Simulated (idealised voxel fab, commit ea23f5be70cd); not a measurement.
This section sets out a process module, namely voxel gate over fins.
Section cut is 255 nm wide and gridded with 5 nm square cells.
Think of the cross-section as a grid of square cells. We describe it in bands, top to bottom, and each band covers one or more rows of those cells. For a band, the entry starts with two heights in nm, that of the top and then that of the bottom, and carries on with the band's materials in order from left to right, each alongside its width in nm; the word "everywhere" beside a single material means it fills the band edge to edge, and "empty" means empty space. Heights are measured from 0, the level below which the as-received wafer is all one material; the lowest band has no bottom and continues downward, written as in "0 nm and below". When a width is written as two numbers, as in "30..40", the first number is the width in the top row of cells of the band and the second is the width in its bottom row, and the width changes by the same amount from each row to the next. Step note "all unchanged" = no cross-section cell changed. Closed-off voids of 8+ cells (no open route to the top) go in "Entrapped void list", written width x height at distance from the left edge, in nm. Heads up: the bit after the settings on a step's line is the simulator's remark on that step. The "overlay nm" setting may appear on a step's line; for a step that uses a mask, it gives how far to the right of its planned position the mask lay, and a negative value indicates the left.

[Planned process steps]
| 1 | RECEIVE: material Si |
| 2 | CONFORMAL_DEP: material SiN, thk nm 10 |
| 3 | MASKED_ETCH: tone cover, mask id FINS, width nm 15, pitch nm 45, etch materials SiN, depth nm 10, overlay nm 0 |
| 4 | MASKED_ETCH: tone cover, mask id FINS, width nm 15, pitch nm 45, etch materials Si, depth nm 30, overlay nm 0 |
| 5 | OXIDIZE: depth nm 5 |
| 6 | FILL_DEP: material SiO2, thk nm 10 |
| 7 | CMP: height nm 10 |
| 8 | SELECTIVE_ETCH: etch materials SiO2, depth nm 25 |
| 9 | STRIP: etch materials SiN |
| 10 | CONFORMAL_DEP: material HfO2, thk nm 5 |
| 11 | CONFORMAL_DEP: material TiN, thk nm 5 |
| 12 | FILL_DEP: material W, thk nm 15 |
| 13 | CMP: height nm 20 |
| 14 | CONFORMAL_DEP: material SiN, thk nm 10 |

[So, the first of our two wafers, run just as we planned it]

[as received, after step 1]
  0 nm and below  Si everywhere
  Entrapped void list: none

[Sectional view: wafer, after step 2]
  10 nm to 0 nm  SiN everywhere
  Whatever lies below 0 is exactly as it was before.

[Sectional view: wafer, after step 3]
  10 nm to 0 nm  empty 95  SiN 15  empty 30  SiN 15  empty 100
  Whatever lies below 0 is exactly as it was before.

[Sectional view: wafer, after step 4]
  10 nm to 0 nm  empty 95  SiN 15  empty 30  SiN 15  empty 100
  0 nm to -30 nm  empty 95  Si 15  empty 30  Si 15  empty 100
  Whatever lies below -30 is exactly as it was before.

[Sectional view: wafer, after step 5]
  10 nm to 0 nm  empty 95  SiN 15  empty 30  SiN 15  empty 100
  0 nm to -30 nm  empty 95  SiO2 5  Si 5  SiO2 5  empty 30  SiO2 5  Si 5  SiO2 5  empty 100
  -30 nm to -35 nm  SiO2 100  Si 5  SiO2 40  Si 5  SiO2 105
  Whatever lies below -35 is exactly as it was before.

[Sectional view: wafer, after step 6]
  20 nm to 10 nm  SiO2 everywhere
  10 nm to 0 nm  SiO2 95  SiN 15  SiO2 30  SiN 15  SiO2 100
  0 nm to -35 nm  SiO2 100  Si 5  SiO2 40  Si 5  SiO2 105
  Whatever lies below -35 is exactly as it was before.

[Sectional view: wafer, after step 7]
  10 nm to 0 nm  SiO2 95  SiN 15  SiO2 30  SiN 15  SiO2 100
  Whatever lies below 0 is exactly as it was before.

[Sectional view: wafer, after step 8]
  10 nm to 0 nm  empty 95  SiN 15  empty 30  SiN 15  empty 100
  0 nm to -15 nm  empty 100  Si 5  empty 40  Si 5  empty 105
  Whatever lies below -15 is exactly as it was before.

[Sectional view: wafer, after step 9]
  0 nm to -15 nm  empty 100  Si 5  empty 40  Si 5  empty 105
  Whatever lies below -15 is exactly as it was before.

[Sectional view: wafer, after step 10]
  5 nm to 0 nm  empty 95  HfO2 15  empty 30  HfO2 15  empty 100
  0 nm to -10 nm  empty 95  HfO2 5  Si 5  HfO2 5  empty 30  HfO2 5  Si 5  HfO2 5  empty 100
  -10 nm to -15 nm  HfO2 100  Si 5  HfO2 40  Si 5  HfO2 105
  Whatever lies below -15 is exactly as it was before.

[Sectional view: wafer, after step 11]
  10 nm to 5 nm  empty 90  TiN 25  empty 20  TiN 25  empty 95
  5 nm to 0 nm  empty 90  TiN 5  HfO2 15  TiN 5  empty 20  TiN 5  HfO2 15  TiN 5  empty 95
  0 nm to -5 nm  empty 90  TiN 5  HfO2 5  Si 5  HfO2 5  TiN 5  empty 20  TiN 5  HfO2 5  Si 5  HfO2 5  TiN 5  empty 95
  -5 nm to -10 nm  TiN 95  HfO2 5  Si 5  HfO2 5  TiN 30  HfO2 5  Si 5  HfO2 5  TiN 100
  Whatever lies below -10 is exactly as it was before.

[Sectional view: wafer, after step 12]
  25 nm to 10 nm  W everywhere
  10 nm to 5 nm  W 90  TiN 25  W 20  TiN 25  W 95
  5 nm to 0 nm  W 90  TiN 5  HfO2 15  TiN 5  W 20  TiN 5  HfO2 15  TiN 5  W 95
  0 nm to -5 nm  W 90  TiN 5  HfO2 5  Si 5  HfO2 5  TiN 5  W 20  TiN 5  HfO2 5  Si 5  HfO2 5  TiN 5  W 95
  Whatever lies below -5 is exactly as it was before.

[Sectional view: wafer, after step 13]
  20 nm to 10 nm  W everywhere
  Whatever lies below 10 is exactly as it was before.

[Sectional view: wafer, after step 14]
  30 nm to 20 nm  SiN everywhere
  Whatever lies below 20 is exactly as it was before.

[Second Wafer (Identical Start and Plan, One Processing Error; Matches First Wafer Through Step 11)]

[What the second wafer looks like in cross-section when step 12 should have wrapped up]
  25 nm to 10 nm  SiN everywhere
  10 nm to 5 nm  SiN 90  TiN 25  SiN 20  TiN 25  SiN 95
  5 nm to 0 nm  SiN 90  TiN 5  HfO2 15  TiN 5  SiN 20  TiN 5  HfO2 15  TiN 5  SiN 95
  0 nm to -5 nm  SiN 90  TiN 5  HfO2 5  Si 5  HfO2 5  TiN 5  SiN 20  TiN 5  HfO2 5  Si 5  HfO2 5  TiN 5  SiN 95
  Whatever lies below -5 is exactly as it was before.

[What the second wafer looks like in cross-section when step 13 should have wrapped up]
  20 nm to 10 nm  SiN everywhere
  Whatever lies below 10 is exactly as it was before.

[What the second wafer looks like in cross-section when step 14 should have wrapped up]
  30 nm to 10 nm  SiN everywhere
  Whatever lies below 10 is exactly as it was before.
It is concluded that the wafer was processed incorrectly with respect to the plan, in that the process deviated at step 12: the operation and settings actually run there were FILL_DEP: material SiN, thk nm 15
The final cell counts differ between the wafers, with the second having more or fewer of some materials than the first: SiN +225 | W -225
